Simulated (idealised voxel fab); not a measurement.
The following is a process module called voxel wiring stack.
The cross-section on display is named cut; it measures 250 nm wide, and its cells are 5 nm squares.
Think of the cross-section as a grid of square cells. We describe it in bands, top to bottom, and each band covers one or more rows of those cells. Band: top and bottom heights (nm) first, top before bottom; then materials from left to right, widths in nm. "all across" marks a sole material filling the band edge to edge. "air" denotes empty space. Heads up on the height convention: 0 is the point under which the incoming wafer is all one material, and the lowest band has no bottom, it just keeps going down, like "0 and below". A width such as "30->40" changes by the same amount from each row of cells to the next, from the band's top row to its bottom row. "remains unaltered" means the step left every cell of the cross-section as it was. What "Completely sealed voids" gives you is every empty space of 8 cells or more that is cut off from the top. Each appears as width x height at distance, with the distance taken from the left edge and width, height and distance all in nm. Where a step's line continues beyond its settings, the continuation is a remark by the simulator itself on that step. overlay nm: step with mask; distance mask lay right of planned place; negative value = left of planned place.
## Intended process steps
1 RECEIVE | material Si
2 CONFORMAL_DEP | material SiO2 | thk nm 15
3 CONFORMAL_DEP | material SiN | thk nm 5
4 DIRECTIONAL_DEP | material SiO2 | thk nm 15
5 DIRECTIONAL_DEP | material aC | thk nm 15
6 PATTERN | tone open | mask id METAL_1 | material resist | width nm 30 | pitch nm 60 | thk nm 30 | overlay nm 0
7 DIRECTIONAL_ETCH | etch materials aC | depth nm 15
8 STRIP | etch materials resist
9 DIRECTIONAL_ETCH | etch materials SiO2 | depth nm 15
10 DIRECTIONAL_ETCH | etch materials SiN | depth nm 5
11 STRIP | etch materials aC
12 CONFORMAL_DEP | material TiN | thk nm 5
13 FILL_DEP | material Cu | thk nm 10
14 CMP | height nm 35
15 EPI | material Ru | thk nm 5
16 FILL_DEP | material SiCN | thk nm 5
17 DIRECTIONAL_DEP | material SiO2 | thk nm 10
18 DIRECTIONAL_DEP | material aC | thk nm 15
19 PATTERN | tone open | mask id PLUG_1 | material resist | width nm 15 | pitch nm 60 | thk nm 30 | overlay nm 0
20 DIRECTIONAL_ETCH | etch materials aC | depth nm 15
21 STRIP | etch materials resist
22 DIRECTIONAL_ETCH | etch materials SiO2 | depth nm 10
23 DIRECTIONAL_ETCH | etch materials SiCN | depth nm 5
24 STRIP | etch materials aC
25 EPI | material Ru | thk nm 10
26 EPI | material Ru | thk nm 5
27 CONFORMAL_DEP | material SiCN | thk nm 5
28 DIRECTIONAL_DEP | material lowk | thk nm 20
29 DIRECTIONAL_DEP | material aC | thk nm 15
30 PATTERN | tone open | mask id METAL_2 | material resist | width nm 30 | pitch nm 60 | thk nm 30 | overlay nm 0
31 DIRECTIONAL_ETCH | etch materials aC | depth nm 15
32 STRIP | etch materials resist
33 DIRECTIONAL_ETCH | etch materials lowk | depth nm 20
34 DIRECTIONAL_ETCH | etch materials SiCN | depth nm 5
35 STRIP | etch materials aC
36 CONFORMAL_DEP | material TiN | thk nm 5
37 FILL_DEP | material W | thk nm 10
38 CMP | height nm 80
39 CONFORMAL_DEP | material SiCN | thk nm 5
40 DIRECTIONAL_DEP | material SiO2 | thk nm 30
41 DIRECTIONAL_DEP | material aC | thk nm 15
42 PATTERN | tone open | mask id METAL_3_HOLES | material resist | width nm 15 | pitch nm 60 | thk nm 35 | overlay nm 0
43 DIRECTIONAL_ETCH | etch materials aC | depth nm 15
44 STRIP | etch materials resist
45 DIRECTIONAL_ETCH | etch materials SiO2 | depth nm 30
46 STRIP | etch materials aC
47 MASKED_ETCH | tone open | mask id METAL_3 | width nm 30 | pitch nm 60 | etch materials SiO2 | depth nm 15 | overlay nm 0
48 MASKED_ETCH | tone open | mask id METAL_3 | width nm 30 | pitch nm 60 | etch materials SiCN | depth nm 5 | overlay nm 0
49 CONFORMAL_DEP | material TiN | thk nm 5
50 FILL_DEP | material Ru | thk nm 10
51 CMP | height nm 115
52 CONFORMAL_DEP | material SiCN | thk nm 5
53 DIRECTIONAL_DEP | material lowk | thk nm 25
54 PATTERN | tone open | mask id METAL_4_HOLES | material resist | width nm 15 | thk nm 15 | overlay nm 0
55 DIRECTIONAL_ETCH | etch materials lowk | depth nm 25
56 STRIP | etch materials resist
57 MASKED_ETCH | tone open | mask id METAL_4 | width nm 30 | pitch nm 60 | etch materials lowk | depth nm 15 | overlay nm 0
58 MASKED_ETCH | tone open | mask id METAL_4 | width nm 30 | pitch nm 60 | etch materials SiCN | depth nm 5 | overlay nm 0
59 CONFORMAL_DEP | material TiN | thk nm 5
60 FILL_DEP | material Cu | thk nm 10
61 CMP | height nm 145
62 CONFORMAL_DEP | material SiCN | thk nm 5
## Wafer as received: cross-section following step 1
> 0 and below: Si all across
> Completely sealed voids: none
## Module complete, cross-section. Starting point and plan per above. One mistake made in running the module
> 150 down to 145: SiCN all across
> 145 down to 135: lowk (80), then TiN (5), then Cu (20), then TiN (5), then lowk (30), then TiN (5), then Cu (20), then TiN (5), then lowk (80)
> 135 down to 130: lowk (80), then TiN (5), then Cu (5), then TiN (20), then lowk (30), then TiN (30), then lowk (80)
> 130 down to 120: lowk (80), then TiN (5), then Cu (5), then TiN (5), then lowk (155)
> 120 down to 115: SiCN (80), then TiN (15), then SiCN (155)
> 115 down to 105: SiO2 (80), then TiN (5), then Ru (20), then TiN (5), then SiO2 (30), then TiN (5), then Ru (20), then TiN (5), then SiO2 (80)
> 105 down to 100: SiO2 (80), then TiN (5), then Ru (5), then TiN (20), then SiO2 (30), then TiN (5), then Ru (5), then TiN (20), then SiO2 (80)
> 100 down to 85: SiO2 (80), then TiN (5), then Ru (5), then TiN (5), then SiO2 (45), then TiN (5), then Ru (5), then TiN (5), then SiO2 (95)
> 85 down to 80: SiCN (80), then TiN (15), then SiCN (45), then TiN (15), then SiCN (95)
> 80 down to 70: W (50), then TiN (5), then lowk (25), then TiN (5), then W (20), then TiN (5), then lowk (30), then TiN (5), then W (20), then TiN (5), then lowk (25), then TiN (5), then W (50)
> 70 down to 65: TiN (55), then lowk (25), then TiN (5), then W (20), then TiN (5), then lowk (30), then TiN (5), then W (20), then TiN (5), then lowk (25), then TiN (55)
> 65 down to 60: lowk (80), then TiN (5), then W (20), then TiN (5), then lowk (30), then TiN (5), then W (20), then TiN (5), then lowk (80)
> 60 down to 55: lowk (55), then SiCN (25), then TiN (30), then SiCN (30), then TiN (30), then SiCN (25), then lowk (55)
> 55 down to 45: lowk (55), then SiCN (5), then Ru (20), then SiO2 (15), then Ru (45), then SiO2 (15), then Ru (35), then SiCN (5), then lowk (55)
> 45 down to 40: SiCN (60), then Ru (20), then SiCN (15), then Ru (45), then SiCN (15), then Ru (35), then SiCN (60)
> 40 down to 35: SiCN (75), then Ru (40), then SiCN (20), then Ru (40), then SiCN (75)
> 35 down to 20: SiO2 (80), then TiN (5), then Cu (20), then TiN (5), then SiO2 (30), then TiN (5), then Cu (20), then TiN (5), then SiO2 (80)
> 20 down to 15: SiN (80), then TiN (30), then SiN (30), then TiN (30), then SiN (80)
> 15 down to 0: SiO2 all across
> 0 and below: Si all across
> Completely sealed voids: none
It is concluded that the wafer was processed incorrectly with respect to the plan, in that rather than as planned, step 19 actually ran as PATTERN | tone cover | mask id PLUG_1 | material resist | width nm 15 | pitch nm 60 | thk nm 30 | overlay nm 0
